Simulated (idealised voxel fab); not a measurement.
Documented hereafter: the process module known as voxel self aligned vias.
This is section cut - it's 210 nm across, gridded in 5 nm square cells.
We lay out every cross-section as a grid of square cells and spell it out in bands from the top down, where one band means one or more rows of cells.
Top height, bottom height, nm. Materials left to right, width each, nm. Single material + "everywhere" = fills band edge to edge. "air" = empty.
Ref level 0: as-received wafer is one material below here. Bottom band extends down with no lower bound ("0..down").
The width entry "30 to 40" should be interpreted row by row: the top row of cells in the band takes the first number, the bottom row takes the second number, and the change between adjacent rows is uniform throughout.
What does "remains unaltered" mean for a step? It means no cell of the cross-section changed in that step.
Basically, "Completely enclosed voids" tells you about the enclosed voids: empty spaces with no open way to the top, 8 cells or bigger, each written width x height at distance, where distance is from the left edge, all in nm.
Note: text after step settings on the step line = simulator remark on that step.
"overlay nm" denotes, for a step that has a mask, the displacement of the mask to the right of its planned place, with negative values corresponding to the left.

Steps planned for the process
1. RECEIVE: material Si
2. CONFORMAL_DEP: material SiO2, thk nm 10
3. CONFORMAL_DEP: material SiCN, thk nm 5
4. DIRECTIONAL_DEP: material SiO2, thk nm 30
5. MASKED_ETCH: tone open, mask id LINES, width nm 20, pitch nm 60, etch materials SiO2, depth nm 30, overlay nm 0
6. CONFORMAL_DEP: material TiN, thk nm 5
7. FILL_DEP: material W, thk nm 5
8. CMP: height nm 45
9. SELECTIVE_ETCH: etch materials W Ru TiN, depth nm 5
10. FILL_DEP: material SiN, thk nm 10
11. CMP: height nm 45
12. DIRECTIONAL_DEP: material SiO2, thk nm 15
13. PATTERN: tone open, mask id VIAS, material resist, width nm 30, thk nm 20, overlay nm 0
14. DIRECTIONAL_ETCH: etch materials SiO2, depth nm 15
15. DIRECTIONAL_ETCH: etch materials SiN, depth nm 5
16. STRIP: etch materials resist
17. CONFORMAL_DEP: material TiN, thk nm 5
18. FILL_DEP: material Ru, thk nm 5
19. CMP: height nm 60
20. CONFORMAL_DEP: material SiN, thk nm 5

Received-state cross-section, reflecting completion of step 1
    0..down | Si everywhere
    Completely enclosed voids: none

Post-module cross-section of the first of two wafers (run per plan)
    65..60 | SiN everywhere
    60..50 | SiO2 (60) | TiN (5) | Ru (20) | TiN (5) | SiO2 (120)
    50..45 | SiO2 (60) | TiN (10) | Ru (10) | TiN (10) | SiO2 (120)
    45..40 | SiO2 (65) | TiN (20) | SiO2 (40) | SiN (20) | SiO2 (65)
    40..20 | SiO2 (65) | TiN (5) | W (10) | TiN (5) | SiO2 (40) | TiN (5) | W (10) | TiN (5) | SiO2 (65)
    20..15 | SiO2 (65) | TiN (20) | SiO2 (40) | TiN (20) | SiO2 (65)
    15..10 | SiCN everywhere
    10..0 | SiO2 everywhere
    0..down | Si everywhere
    Completely enclosed voids: none

Cross-section at end of module for the second wafer of two, which matched the first in starting point and plan and differed by one mistake in its processing
    65..60 | SiN everywhere
    60..50 | SiO2 (60) | TiN (5) | Ru (20) | TiN (5) | SiO2 (120)
    50..45 | SiO2 (60) | TiN (10) | Ru (10) | TiN (10) | SiO2 (120)
    45..40 | SiO2 (65) | TiN (20) | SiO2 (40) | SiN (20) | SiO2 (65)
    40..20 | SiO2 (65) | TiN (5) | W (10) | TiN (5) | SiO2 (40) | TiN (5) | W (10) | TiN (5) | SiO2 (65)
    20..15 | SiO2 (65) | TiN (20) | SiO2 (40) | TiN (20) | SiO2 (65)
    15..5 | SiO2 everywhere
    5..0 | SiCN everywhere
    0..down | Si everywhere
    Completely enclosed voids: none
Diagnosis: steps 2 and 3 were swapped
Cell counts per material: same on both final wafers. Positions: different.
